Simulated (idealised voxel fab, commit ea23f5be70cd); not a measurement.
Herein follows the process module entitled voxel capacitor over wiring.
Cross-section cut: width 200 nm, square cells of 5 nm.
How to read a cross-section here: the picture is a grid of square cells, written as bands going from the top down, and any band can span one or more rows of cells.
Quick guide to a band line: top height, bottom height (nm) up front; then every material left to right with its width in nm. Only one material and it's marked "edge to edge"? Then it fills the band edge to edge. And "air" just means empty space.
Ref level 0: as-received wafer is one material below here. Bottom band extends down with no lower bound ("top 0, no bottom").
With a width like "30->40", each row of cells in the band differs from the next by the same amount, the top row carrying the first number and the bottom row the second.
The cross-section has no changed cell in any step marked "remains unaltered".
"Closed void table" - sealed voids, min. 8 cells, no opening to top; format: width x height at distance (distance from left edge; nm throughout).
On a step's line, text after the settings is the simulator commenting on that step.
"overlay nm" on a masked step: distance the mask lay right of its planned place, negative for left.
## The steps planned for the process are as follows
- 1: RECEIVE (material Si)
- 2: CONFORMAL_DEP (material SiO2; thk nm 10)
- 3: CONFORMAL_DEP (material SiCN; thk nm 5)
- 4: DIRECTIONAL_DEP (material SiO2; thk nm 15)
- 5: MASKED_ETCH (tone open; mask id METAL_1; width nm 20; pitch nm 70; etch materials SiO2; depth nm 15; overlay nm 0)
- 6: MASKED_ETCH (tone open; mask id METAL_1; width nm 20; pitch nm 70; etch materials SiCN; depth nm 5; overlay nm 0)
- 7: CONFORMAL_DEP (material TiN; thk nm 5)
- 8: FILL_DEP (material W; thk nm 10)
- 9: CMP (height nm 30)
- 10: CONFORMAL_DEP (material SiCN; thk nm 5)
- 11: DIRECTIONAL_DEP (material lowk; thk nm 20)
- 12: PATTERN (tone open; mask id PLUG_1; material resist; width nm 15; thk nm 20; overlay nm 0)
- 13: DIRECTIONAL_ETCH (etch materials lowk; depth nm 20)
- 14: DIRECTIONAL_ETCH (etch materials SiCN; depth nm 5)
- 15: STRIP (etch materials resist)
- 16: CONFORMAL_DEP (material TiN; thk nm 5)
- 17: FILL_DEP (material Cu; thk nm 10)
- 18: CMP (height nm 55)
- 19: DIRECTIONAL_DEP (material TiN; thk nm 5)
- 20: DIRECTIONAL_DEP (material Al2O3; thk nm 5)
- 21: DIRECTIONAL_DEP (material TiN; thk nm 10)
- 22: MASKED_ETCH (tone cover; mask id UPPER_PLATE; width nm 55; etch materials TiN; depth nm 10; overlay nm 0)
- 23: MASKED_ETCH (tone cover; mask id UPPER_PLATE; width nm 55; etch materials Al2O3; depth nm 5; overlay nm 0)
- 24: MASKED_ETCH (tone cover; mask id LOWER_PLATE; width nm 65; etch materials TiN; depth nm 5; overlay nm 0)
- 25: FILL_DEP (material SiO2; thk nm 15)
- 26: CMP (height nm 85)
- 27: MASKED_ETCH (tone open; mask id PLUG_2; width nm 15; etch materials SiO2; depth nm 10; overlay nm 0)
- 28: CONFORMAL_DEP (material TiN; thk nm 5)
- 29: FILL_DEP (material Cu; thk nm 10)
- 30: CMP (height nm 85)
- 31: CONFORMAL_DEP (material SiN; thk nm 5)
## Step 1 complete: cross-section of the wafer as received
* top 0, no bottom  Si edge to edge
* Closed void table: none
## Post-module cross-section of the first of two wafers (run per plan)
* top 90, bottom 85  SiN edge to edge
* top 85, bottom 80  SiO2 70 nm / TiN 5 nm / Cu 5 nm / TiN 5 nm / SiO2 115 nm
* top 80, bottom 75  SiO2 70 nm / TiN 15 nm / SiO2 115 nm
* top 75, bottom 65  SiO2 60 nm / TiN 55 nm / SiO2 85 nm
* top 65, bottom 60  SiO2 60 nm / Al2O3 55 nm / SiO2 85 nm
* top 60, bottom 55  SiO2 55 nm / TiN 65 nm / SiO2 80 nm
* top 55, bottom 35  lowk 60 nm / TiN 5 nm / Cu 5 nm / TiN 5 nm / lowk 125 nm
* top 35, bottom 30  SiCN 60 nm / TiN 15 nm / SiCN 125 nm
* top 30, bottom 15  SiO2 55 nm / TiN 5 nm / W 10 nm / TiN 5 nm / SiO2 50 nm / TiN 5 nm / W 10 nm / TiN 5 nm / SiO2 55 nm
* top 15, bottom 10  SiCN 55 nm / TiN 20 nm / SiCN 50 nm / TiN 20 nm / SiCN 55 nm
* top 10, bottom 0  SiO2 edge to edge
* top 0, no bottom  Si edge to edge
* Closed void table: none
## Second wafer through the module, sectioned at the end: same beginning and same plan as the first wafer, with one mistake in carrying it out
* top 90, bottom 85  SiN edge to edge
* top 85, bottom 80  SiO2 70 nm / TiN 5 nm / Cu 10 nm / TiN 5 nm / SiO2 110 nm
* top 80, bottom 75  SiO2 70 nm / TiN 20 nm / SiO2 110 nm
* top 75, bottom 65  SiO2 60 nm / TiN 55 nm / SiO2 85 nm
* top 65, bottom 60  SiO2 60 nm / Al2O3 55 nm / SiO2 85 nm
* top 60, bottom 55  SiO2 55 nm / TiN 65 nm / SiO2 80 nm
* top 55, bottom 35  lowk 60 nm / TiN 5 nm / Cu 5 nm / TiN 5 nm / lowk 125 nm
* top 35, bottom 30  SiCN 60 nm / TiN 15 nm / SiCN 125 nm
* top 30, bottom 15  SiO2 55 nm / TiN 5 nm / W 10 nm / TiN 5 nm / SiO2 50 nm / TiN 5 nm / W 10 nm / TiN 5 nm / SiO2 55 nm
* top 15, bottom 10  SiCN 55 nm / TiN 20 nm / SiCN 50 nm / TiN 20 nm / SiCN 55 nm
* top 10, bottom 0  SiO2 edge to edge
* top 0, no bottom  Si edge to edge
* Closed void table: none
Heads up, the wafer didn't run the way we planned it: step 27 went in with a setting other than planned; the actual run was MASKED_ETCH (tone open; mask id PLUG_2; width nm 20; etch materials SiO2; depth nm 10; overlay nm 0)
Per the end-of-run cell counts, the second wafer holds more or fewer of some materials than the first: Cu: 1 more; SiO2: 2 fewer; TiN: 1 more
